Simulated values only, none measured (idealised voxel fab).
Presented below is a process module, voxel released beams.
Shown is cross-section cut, with a width of 165 nm and square cells of size 5 nm.
Just so we're on the same page, the cross-sections are grids of square cells, and they're listed out in bands top to bottom, each band one or more rows deep. The band entry comprises the height of the band's top followed by the height of its bottom, expressed in nm, and subsequently the band's materials from left to right, each stated together with its width in nm. Where a single material is marked with the word "all across", that material fills the band from edge to edge. The word "empty" represents empty space. Height reference: 0 = level under which incoming wafer is all one material. Lowest band: no bottom, runs on downward, e.g. "0 nm and below". The notation "30 to 40" denotes a width that varies across the rows of cells in the band, beginning at the first number in the top row, finishing at the second number in the bottom row, and changing by an identical amount from each row to the next. Where the words "remained the same" appear for a step, the cross-section shows no cell changed by that step; every cell remained as before. Look at "Enclosed empty spaces" for the closed voids: empty spaces with no open path to the top, sized 8 cells or up. Each is width x height at distance, distance from the left edge, all nm. On each step's line, the part that comes after the settings is the simulator's own comment on the step. For masked steps, "overlay nm" on the step line gives how far right of plan the mask actually lay; a minus sign means it lay to the left.
# Process steps - plan
1,RECEIVE,material Si
2,CONFORMAL_DEP,material SiN,thk nm 5
3,DIRECTIONAL_DEP,material SiO2,thk nm 20
4,MASKED_ETCH,tone open,mask id ANCHOR,width nm 35,etch materials SiO2,depth nm 20,overlay nm 0
5,CONFORMAL_DEP,material polySi,thk nm 15
6,MASKED_ETCH,tone cover,mask id BEAM,width nm 95,etch materials polySi,depth nm 15,overlay nm 0
7,STRIP,etch materials SiO2
# Received-state cross-section, reflecting completion of step 1
0 nm and below: Si all across
Enclosed empty spaces: none
# Cross-sectional view of the first of the two wafers upon completion of the module, processed in accordance with the plan
40 nm to 25 nm: empty 30 nm  polySi 20 nm  empty 5 nm  polySi 70 nm  empty 40 nm
25 nm to 20 nm: empty 35 nm  polySi 15 nm  empty 5 nm  polySi 15 nm  empty 95 nm
20 nm to 5 nm: empty 35 nm  polySi 35 nm  empty 95 nm
5 nm to 0 nm: SiN all across
0 nm and below: Si all across
Enclosed empty spaces: none
# Same start, same plan as the first wafer - but one mistake in the run. Cross-section of the second of the two at the end of the module
40 nm to 25 nm: empty 30 nm  polySi 95 nm  empty 40 nm
25 nm to 20 nm: SiN all across
20 nm to 0 nm: SiO2 all across
0 nm and below: Si all across
Enclosed empty spaces: none
Deviation noted in wafer processing: deviation from plan: step 3 and step 2 executed in one another's positions
Final tally in cells, some materials are higher or lower on the second wafer than on the first: SiO2 +132; polySi -24
